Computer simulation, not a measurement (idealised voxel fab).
Documented hereafter: the process module known as voxel wiring stack.
We display cut, a cross-section 260 nm in width whose square cells are each 5 nm.
Cross-section spec: square-cell grid; bands listed top down; each band is one or more rows.
Look at the band entry: it leads with the top's height and the bottom's height in nm. Then it lists the materials left to right, with a width in nm for each. The word "throughout" on a single material says that material fills the band edge to edge. The word "blank" is empty space.
Beneath 0, the wafer as received is one material, and that level is where height counting begins. The lowest band goes on downward without a bottom; it is written like "0 and below".
With a width like "30..40", each row of cells in the band differs from the next by the same amount, the top row carrying the first number and the bottom row the second.
Take "identical to before" at face value: in the step it is given for, the cross-section changed in none of its cells.
Closed-off voids of 8+ cells (no open route to the top) go in "Closed void listing", written width x height at distance from the left edge, in nm.
On each step's line, the part that comes after the settings is the simulator's own comment on the step.
overlay nm: for a step with a mask, the amount by which the mask lay right of where it was planned; a negative amount means left of it.
[The following list gives the planned process steps]
1. op RECEIVE | material Si
2. op CONFORMAL_DEP | material SiO2 | thk nm 15
3. op CONFORMAL_DEP | material SiCN | thk nm 5
4. op DIRECTIONAL_DEP | material lowk | thk nm 15
5. op DIRECTIONAL_DEP | material aC | thk nm 10
6. op PATTERN | tone open | mask id METAL_1 | material resist | width nm 20 | pitch nm 40 | thk nm 25 | overlay nm 0
7. op DIRECTIONAL_ETCH | etch materials aC | depth nm 10
8. op STRIP | etch materials resist
9. op DIRECTIONAL_ETCH | etch materials lowk | depth nm 15
10. op DIRECTIONAL_ETCH | etch materials SiCN | depth nm 5
11. op STRIP | etch materials aC
12. op CONFORMAL_DEP | material TiN | thk nm 5
13. op FILL_DEP | material Cu | thk nm 5
14. op CMP | height nm 35
15. op EPI | material Ru | thk nm 5
16. op FILL_DEP | material SiCN | thk nm 5
17. op DIRECTIONAL_DEP | material SiO2 | thk nm 15
18. op DIRECTIONAL_DEP | material aC | thk nm 15
19. op PATTERN | tone open | mask id PLUG_1 | material resist | width nm 15 | pitch nm 40 | thk nm 30 | overlay nm 0
20. op DIRECTIONAL_ETCH | etch materials aC | depth nm 15
21. op STRIP | etch materials resist
22. op DIRECTIONAL_ETCH | etch materials SiO2 | depth nm 15
23. op DIRECTIONAL_ETCH | etch materials SiCN | depth nm 5
24. op STRIP | etch materials aC
25. op EPI | material Ru | thk nm 10
26. op EPI | material Ru | thk nm 10
27. op CONFORMAL_DEP | material SiCN | thk nm 5
28. op DIRECTIONAL_DEP | material lowk | thk nm 20
29. op PATTERN | tone open | mask id METAL_2 | material resist | width nm 20 | pitch nm 40 | thk nm 15 | overlay nm 0
30. op DIRECTIONAL_ETCH | etch materials lowk | depth nm 20
31. op DIRECTIONAL_ETCH | etch materials SiCN | depth nm 5
32. op STRIP | etch materials resist
33. op CONFORMAL_DEP | material TiN | thk nm 5
34. op FILL_DEP | material W | thk nm 5
35. op CMP | height nm 85
36. op CONFORMAL_DEP | material SiCN | thk nm 5
37. op DIRECTIONAL_DEP | material lowk | thk nm 30
38. op MASKED_ETCH | tone open | mask id METAL_3 | width nm 20 | pitch nm 40 | etch materials lowk | depth nm 15 | overlay nm 0
39. op MASKED_ETCH | tone open | mask id METAL_3_HOLES | width nm 15 | pitch nm 40 | etch materials lowk | depth nm 15 | overlay nm 0
40. op MASKED_ETCH | tone open | mask id METAL_3_HOLES | width nm 15 | pitch nm 40 | etch materials SiCN | depth nm 5 | overlay nm 0
41. op CONFORMAL_DEP | material TiN | thk nm 5
42. op FILL_DEP | material Cu | thk nm 5
43. op CMP | height nm 120
44. op CONFORMAL_DEP | material SiCN | thk nm 5
45. op DIRECTIONAL_DEP | material SiO2 | thk nm 20
46. op MASKED_ETCH | tone open | mask id PLUG_3 | width nm 15 | pitch nm 40 | etch materials SiO2 | depth nm 20 | overlay nm 0
47. op MASKED_ETCH | tone open | mask id PLUG_3 | width nm 15 | pitch nm 40 | etch materials SiCN | depth nm 5 | overlay nm 0
48. op EPI | material Ru | thk nm 10
49. op EPI | material Ru | thk nm 10
50. op EPI | material Ru | thk nm 5
51. op DIRECTIONAL_DEP | material TiN | thk nm 5
52. op DIRECTIONAL_DEP | material W | thk nm 25
53. op MASKED_ETCH | tone cover | mask id METAL_4 | width nm 20 | pitch nm 40 | etch materials W | depth nm 25 | overlay nm 0
54. op MASKED_ETCH | tone cover | mask id METAL_4 | width nm 20 | pitch nm 40 | etch materials TiN | depth nm 5 | overlay nm 0
55. op CONFORMAL_DEP | material SiCN | thk nm 5
56. op FILL_DEP | material SiO2 | thk nm 5
57. op CMP | height nm 175
58. op CONFORMAL_DEP | material SiCN | thk nm 5
[First wafer, two in total, run as planned]
[Cross-section of the wafer upon arrival, representing the state reached after step 1]
* 0 and below: Si throughout
* Closed void listing: none
[How the wafer stands in section after step 2]
* 15 down to 0: SiO2 throughout
* At heights below 0, the structure remains unaltered.
[How the wafer stands in section after step 3]
* 20 down to 15: SiCN throughout
* At heights below 15, the structure remains unaltered.
[How the wafer stands in section after step 4]
* 35 down to 20: lowk throughout
* At heights below 20, the structure remains unaltered.
[How the wafer stands in section after step 5]
* 45 down to 35: aC throughout
* At heights below 35, the structure remains unaltered.
[How the wafer stands in section after step 6]
* 70 down to 45: resist 80, blank 20, resist 20, blank 20, resist 20, blank 20, resist 80
* At heights below 45, the structure remains unaltered.
[How the wafer stands in section after step 7]
* 60 down to 45: resist 80, blank 20, resist 20, blank 20, resist 20, blank 20, resist 80
* 45 down to 35: aC 80, blank 20, aC 20, blank 20, aC 20, blank 20, aC 80
* At heights below 35, the structure remains unaltered.
[How the wafer stands in section after step 8]
* 45 down to 35: aC 80, blank 20, aC 20, blank 20, aC 20, blank 20, aC 80
* At heights below 35, the structure remains unaltered.
[How the wafer stands in section after step 9]
* 45 down to 35: aC 80, blank 20, aC 20, blank 20, aC 20, blank 20, aC 80
* 35 down to 20: lowk 80, blank 20, lowk 20, blank 20, lowk 20, blank 20, lowk 80
* At heights below 20, the structure remains unaltered.
[How the wafer stands in section after step 10]
* 45 down to 35: aC 80, blank 20, aC 20, blank 20, aC 20, blank 20, aC 80
* 35 down to 20: lowk 80, blank 20, lowk 20, blank 20, lowk 20, blank 20, lowk 80
* 20 down to 15: SiCN 80, blank 20, SiCN 20, blank 20, SiCN 20, blank 20, SiCN 80
* At heights below 15, the structure remains unaltered.
[How the wafer stands in section after step 11]
* 35 down to 20: lowk 80, blank 20, lowk 20, blank 20, lowk 20, blank 20, lowk 80
* At heights below 20, the structure remains unaltered.
[How the wafer stands in section after step 12]
* 40 down to 35: TiN 85, blank 10, TiN 30, blank 10, TiN 30, blank 10, TiN 85
* 35 down to 20: lowk 80, TiN 5, blank 10, TiN 5, lowk 20, TiN 5, blank 10, TiN 5, lowk 20, TiN 5, blank 10, TiN 5, lowk 80
* 20 down to 15: SiCN 80, TiN 20, SiCN 20, TiN 20, SiCN 20, TiN 20, SiCN 80
* At heights below 15, the structure remains unaltered.
[How the wafer stands in section after step 13]
* 45 down to 40: Cu throughout
* 40 down to 35: TiN 85, Cu 10, TiN 30, Cu 10, TiN 30, Cu 10, TiN 85
* 35 down to 20: lowk 80, TiN 5, Cu 10, TiN 5, lowk 20, TiN 5, Cu 10, TiN 5, lowk 20, TiN 5, Cu 10, TiN 5, lowk 80
* At heights below 20, the structure remains unaltered.
[How the wafer stands in section after step 14]
* 35 down to 20: lowk 80, TiN 5, Cu 10, TiN 5, lowk 20, TiN 5, Cu 10, TiN 5, lowk 20, TiN 5, Cu 10, TiN 5, lowk 80
* At heights below 20, the structure remains unaltered.
[How the wafer stands in section after step 15]
* 40 down to 35: blank 75, Ru 30, blank 10, Ru 30, blank 10, Ru 30, blank 75
* At heights below 35, the structure remains unaltered.
[How the wafer stands in section after step 16]
* 45 down to 40: SiCN throughout
* 40 down to 35: SiCN 75, Ru 30, SiCN 10, Ru 30, SiCN 10, Ru 30, SiCN 75
* At heights below 35, the structure remains unaltered.
[How the wafer stands in section after step 17]
* 60 down to 45: SiO2 throughout
* At heights below 45, the structure remains unaltered.
[How the wafer stands in section after step 18]
* 75 down to 60: aC throughout
* At heights below 60, the structure remains unaltered.
[How the wafer stands in section after step 19]
* 105 down to 75: resist 80, blank 15, resist 25, blank 15, resist 25, blank 15, resist 85
* At heights below 75, the structure remains unaltered.
[How the wafer stands in section after step 20]
* 90 down to 75: resist 80, blank 15, resist 25, blank 15, resist 25, blank 15, resist 85
* 75 down to 60: aC 80, blank 15, aC 25, blank 15, aC 25, blank 15, aC 85
* At heights below 60, the structure remains unaltered.
[How the wafer stands in section after step 21]
* 75 down to 60: aC 80, blank 15, aC 25, blank 15, aC 25, blank 15, aC 85
* At heights below 60, the structure remains unaltered.
[How the wafer stands in section after step 22]
* 75 down to 60: aC 80, blank 15, aC 25, blank 15, aC 25, blank 15, aC 85
* 60 down to 45: SiO2 80, blank 15, SiO2 25, blank 15, SiO2 25, blank 15, SiO2 85
* At heights below 45, the structure remains unaltered.
[How the wafer stands in section after step 23]
* 75 down to 60: aC 80, blank 15, aC 25, blank 15, aC 25, blank 15, aC 85
* 60 down to 45: SiO2 80, blank 15, SiO2 25, blank 15, SiO2 25, blank 15, SiO2 85
* 45 down to 40: SiCN 80, blank 15, SiCN 25, blank 15, SiCN 25, blank 15, SiCN 85
* At heights below 40, the structure remains unaltered.
[How the wafer stands in section after step 24]
* 60 down to 45: SiO2 80, blank 15, SiO2 25, blank 15, SiO2 25, blank 15, SiO2 85
* At heights below 45, the structure remains unaltered.
[How the wafer stands in section after step 25]
* 60 down to 50: SiO2 80, blank 15, SiO2 25, blank 15, SiO2 25, blank 15, SiO2 85
* 50 down to 45: SiO2 80, Ru 15, SiO2 25, Ru 15, SiO2 25, Ru 15, SiO2 85
* 45 down to 35: SiCN 80..75, Ru 15..30, SiCN 25..10, Ru 15..30, SiCN 25..10, Ru 15..30, SiCN 85..75
* At heights below 35, the structure remains unaltered.
[How the wafer stands in section after step 26]
* 60 down to 45: SiO2 80, Ru 15, SiO2 25, Ru 15, SiO2 25, Ru 15, SiO2 85
* At heights below 45, the structure remains unaltered.
[How the wafer stands in section after step 27]
* 65 down to 60: SiCN throughout
* At heights below 60, the structure remains unaltered.
[How the wafer stands in section after step 28]
* 85 down to 65: lowk throughout
* At heights below 65, the structure remains unaltered.
[How the wafer stands in section after step 29]
* 100 down to 85: resist 80, blank 20, resist 20, blank 20, resist 20, blank 20, resist 80
* At heights below 85, the structure remains unaltered.
[How the wafer stands in section after step 30]
* 100 down to 85: resist 80, blank 20, resist 20, blank 20, resist 20, blank 20, resist 80
* 85 down to 65: lowk 80, blank 20, lowk 20, blank 20, lowk 20, blank 20, lowk 80
* At heights below 65, the structure remains unaltered.
[How the wafer stands in section after step 31]
* 100 down to 85: resist 80, blank 20, resist 20, blank 20, resist 20, blank 20, resist 80
* 85 down to 65: lowk 80, blank 20, lowk 20, blank 20, lowk 20, blank 20, lowk 80
* 65 down to 60: SiCN 80, blank 20, SiCN 20, blank 20, SiCN 20, blank 20, SiCN 80
* At heights below 60, the structure remains unaltered.
[How the wafer stands in section after step 32]
* 85 down to 65: lowk 80, blank 20, lowk 20, blank 20, lowk 20, blank 20, lowk 80
* At heights below 65, the structure remains unaltered.
[How the wafer stands in section after step 33]
* 90 down to 85: TiN 85, blank 10, TiN 30, blank 10, TiN 30, blank 10, TiN 85
* 85 down to 65: lowk 80, TiN 5, blank 10, TiN 5, lowk 20, TiN 5, blank 10, TiN 5, lowk 20, TiN 5, blank 10, TiN 5, lowk 80
* 65 down to 60: SiCN 80, TiN 20, SiCN 20, TiN 20, SiCN 20, TiN 20, SiCN 80
* At heights below 60, the structure remains unaltered.
[How the wafer stands in section after step 34]
* 95 down to 90: W throughout
* 90 down to 85: TiN 85, W 10, TiN 30, W 10, TiN 30, W 10, TiN 85
* 85 down to 65: lowk 80, TiN 5, W 10, TiN 5, lowk 20, TiN 5, W 10, TiN 5, lowk 20, TiN 5, W 10, TiN 5, lowk 80
* At heights below 65, the structure remains unaltered.
[How the wafer stands in section after step 35]
* 85 down to 65: lowk 80, TiN 5, W 10, TiN 5, lowk 20, TiN 5, W 10, TiN 5, lowk 20, TiN 5, W 10, TiN 5, lowk 80
* At heights below 65, the structure remains unaltered.
[How the wafer stands in section after step 36]
* 90 down to 85: SiCN throughout
* At heights below 85, the structure remains unaltered.
[How the wafer stands in section after step 37]
* 120 down to 90: lowk throughout
* At heights below 90, the structure remains unaltered.
[How the wafer stands in section after step 38]
* 120 down to 105: lowk 80, blank 20, lowk 20, blank 20, lowk 20, blank 20, lowk 80
* At heights below 105, the structure remains unaltered.
[How the wafer stands in section after step 39]
* 120 down to 105: lowk 80, blank 20, lowk 20, blank 20, lowk 20, blank 20, lowk 80
* 105 down to 90: lowk 80, blank 15, lowk 25, blank 15, lowk 25, blank 15, lowk 85
* At heights below 90, the structure remains unaltered.
[How the wafer stands in section after step 40]
* 120 down to 105: lowk 80, blank 20, lowk 20, blank 20, lowk 20, blank 20, lowk 80
* 105 down to 90: lowk 80, blank 15, lowk 25, blank 15, lowk 25, blank 15, lowk 85
* 90 down to 85: SiCN 80, blank 15, SiCN 25, blank 15, SiCN 25, blank 15, SiCN 85
* At heights below 85, the structure remains unaltered.
[How the wafer stands in section after step 41]
* 125 down to 120: TiN 85, blank 10, TiN 30, blank 10, TiN 30, blank 10, TiN 85
* 120 down to 110: lowk 80, TiN 5, blank 10, TiN 5, lowk 20, TiN 5, blank 10, TiN 5, lowk 20, TiN 5, blank 10, TiN 5, lowk 80
* 110 down to 105: lowk 80, TiN 5, blank 5, TiN 10, lowk 20, TiN 5, blank 5, TiN 10, lowk 20, TiN 5, blank 5, TiN 10, lowk 80
* 105 down to 90: lowk 80, TiN 5, blank 5, TiN 5, lowk 25, TiN 5, blank 5, TiN 5, lowk 25, TiN 5, blank 5, TiN 5, lowk 85
* 90 down to 85: SiCN 80, TiN 15, SiCN 25, TiN 15, SiCN 25, TiN 15, SiCN 85
* At heights below 85, the structure remains unaltered.
[How the wafer stands in section after step 42]
* 130 down to 125: Cu throughout
* 125 down to 120: TiN 85, Cu 10, TiN 30, Cu 10, TiN 30, Cu 10, TiN 85
* 120 down to 110: lowk 80, TiN 5, Cu 10, TiN 5, lowk 20, TiN 5, Cu 10, TiN 5, lowk 20, TiN 5, Cu 10, TiN 5, lowk 80
* 110 down to 105: lowk 80, TiN 5, Cu 5, TiN 10, lowk 20, TiN 5, Cu 5, TiN 10, lowk 20, TiN 5, Cu 5, TiN 10, lowk 80
* 105 down to 90: lowk 80, TiN 5, Cu 5, TiN 5, lowk 25, TiN 5, Cu 5, TiN 5, lowk 25, TiN 5, Cu 5, TiN 5, lowk 85
* At heights below 90, the structure remains unaltered.
[How the wafer stands in section after step 43]
* 120 down to 110: lowk 80, TiN 5, Cu 10, TiN 5, lowk 20, TiN 5, Cu 10, TiN 5, lowk 20, TiN 5, Cu 10, TiN 5, lowk 80
* At heights below 110, the structure remains unaltered.
[How the wafer stands in section after step 44]
* 125 down to 120: SiCN throughout
* At heights below 120, the structure remains unaltered.
[How the wafer stands in section after step 45]
* 145 down to 125: SiO2 throughout
* At heights below 125, the structure remains unaltered.
[How the wafer stands in section after step 46]
* 145 down to 125: SiO2 80, blank 15, SiO2 25, blank 15, SiO2 25, blank 15, SiO2 85
* At heights below 125, the structure remains unaltered.
[How the wafer stands in section after step 47]
* 145 down to 125: SiO2 80, blank 15, SiO2 25, blank 15, SiO2 25, blank 15, SiO2 85
* 125 down to 120: SiCN 80, blank 15, SiCN 25, blank 15, SiCN 25, blank 15, SiCN 85
* At heights below 120, the structure remains unaltered.
[How the wafer stands in section after step 48]
* 145 down to 130: SiO2 80, blank 15, SiO2 25, blank 15, SiO2 25, blank 15, SiO2 85
* 130 down to 125: SiO2 80, Ru 15, SiO2 25, Ru 15, SiO2 25, Ru 15, SiO2 85
* 125 down to 120: SiCN 80, Ru 15, SiCN 25, Ru 15, SiCN 25, Ru 15, SiCN 85
* At heights below 120, the structure remains unaltered.
[How the wafer stands in section after step 49]
* 145 down to 140: SiO2 80, blank 15, SiO2 25, blank 15, SiO2 25, blank 15, SiO2 85
* 140 down to 125: SiO2 80, Ru 15, SiO2 25, Ru 15, SiO2 25, Ru 15, SiO2 85
* At heights below 125, the structure remains unaltered.
[How the wafer stands in section after step 50]
* 145 down to 125: SiO2 80, Ru 15, SiO2 25, Ru 15, SiO2 25, Ru 15, SiO2 85
* At heights below 125, the structure remains unaltered.
[How the wafer stands in section after step 51]
* 150 down to 145: TiN throughout
* At heights below 145, the structure remains unaltered.
[How the wafer stands in section after step 52]
* 175 down to 150: W throughout
* At heights below 150, the structure remains unaltered.
[How the wafer stands in section after step 53]
* 175 down to 150: blank 80, W 20, blank 20, W 20, blank 20, W 20, blank 80
* At heights below 150, the structure remains unaltered.
[How the wafer stands in section after step 54]
* 175 down to 150: blank 80, W 20, blank 20, W 20, blank 20, W 20, blank 80
* 150 down to 145: blank 80, TiN 20, blank 20, TiN 20, blank 20, TiN 20, blank 80
* At heights below 145, the structure remains unaltered.
[How the wafer stands in section after step 55]
* 180 down to 175: blank 75, SiCN 30, blank 10, SiCN 30, blank 10, SiCN 30, blank 75
* 175 down to 150: blank 75, SiCN 5, W 20, SiCN 5, blank 10, SiCN 5, W 20, SiCN 5, blank 10, SiCN 5, W 20, SiCN 5, blank 75
* 150 down to 145: SiCN 80, TiN 20, SiCN 20, TiN 20, SiCN 20, TiN 20, SiCN 80
* At heights below 145, the structure remains unaltered.
[How the wafer stands in section after step 56]
* 185 down to 180: SiO2 throughout
* 180 down to 175: SiO2 75, SiCN 30, SiO2 10, SiCN 30, SiO2 10, SiCN 30, SiO2 75
* 175 down to 150: SiO2 75, SiCN 5, W 20, SiCN 5, SiO2 10, SiCN 5, W 20, SiCN 5, SiO2 10, SiCN 5, W 20, SiCN 5, SiO2 75
* At heights below 150, the structure remains unaltered.
[How the wafer stands in section after step 57]
* 175 down to 150: SiO2 75, SiCN 5, W 20, SiCN 5, SiO2 10, SiCN 5, W 20, SiCN 5, SiO2 10, SiCN 5, W 20, SiCN 5, SiO2 75
* At heights below 150, the structure remains unaltered.
[How the wafer stands in section after step 58]
* 180 down to 175: SiCN throughout
* At heights below 175, the structure remains unaltered.
[Second wafer. Start and plan as for the first. One mistake made in running. Agrees with the first up to and including step 52]
[Cross-sectional representation of the second wafer at the time designated in the plan for the completion of step 53]
* 175 down to 150: blank 80, W 25, blank 15, W 25, blank 15, W 25, blank 75
* At heights below 150, the structure remains unaltered.
[Cross-sectional representation of the second wafer at the time designated in the plan for the completion of step 54]
* 175 down to 150: blank 80, W 25, blank 15, W 25, blank 15, W 25, blank 75
* 150 down to 145: blank 80, TiN 25, blank 15, TiN 25, blank 15, TiN 25, blank 75
* At heights below 145, the structure remains unaltered.
[Cross-sectional representation of the second wafer at the time designated in the plan for the completion of step 55]
* 180 down to 175: blank 75, SiCN 35, blank 5, SiCN 35, blank 5, SiCN 35, blank 70
* 175 down to 150: blank 75, SiCN 5, W 25, SiCN 5, blank 5, SiCN 5, W 25, SiCN 5, blank 5, SiCN 5, W 25, SiCN 5, blank 70
* 150 down to 145: SiCN 80, TiN 25, SiCN 15, TiN 25, SiCN 15, TiN 25, SiCN 75
* At heights below 145, the structure remains unaltered.
[Cross-sectional representation of the second wafer at the time designated in the plan for the completion of step 56]
* 185 down to 180: SiO2 throughout
* 180 down to 175: SiO2 75, SiCN 35, SiO2 5, SiCN 35, SiO2 5, SiCN 35, SiO2 70
* 175 down to 150: SiO2 75, SiCN 5, W 25, SiCN 5, SiO2 5, SiCN 5, W 25, SiCN 5, SiO2 5, SiCN 5, W 25, SiCN 5, SiO2 70
* At heights below 150, the structure remains unaltered.
[Cross-sectional representation of the second wafer at the time designated in the plan for the completion of step 57]
* 175 down to 150: SiO2 75, SiCN 5, W 25, SiCN 5, SiO2 5, SiCN 5, W 25, SiCN 5, SiO2 5, SiCN 5, W 25, SiCN 5, SiO2 70
* At heights below 150, the structure remains unaltered.
[Cross-sectional representation of the second wafer at the time designated in the plan for the completion of step 58]
* 180 down to 175: SiCN throughout
* At heights below 175, the structure remains unaltered.
What broke from the plan during processing? it should be noted that step 53 was executed with settings other than those planned, the operation and settings actually applied being op MASKED_ETCH | tone cover | mask id METAL_4 | width nm 25 | pitch nm 40 | etch materials W | depth nm 25 | overlay nm 0
Bottom line after processing is that, in cells, the second wafer is up or down on some materials versus the first: 3 fewer of SiCN, 15 fewer of SiO2, 3 more of TiN, 15 more of W
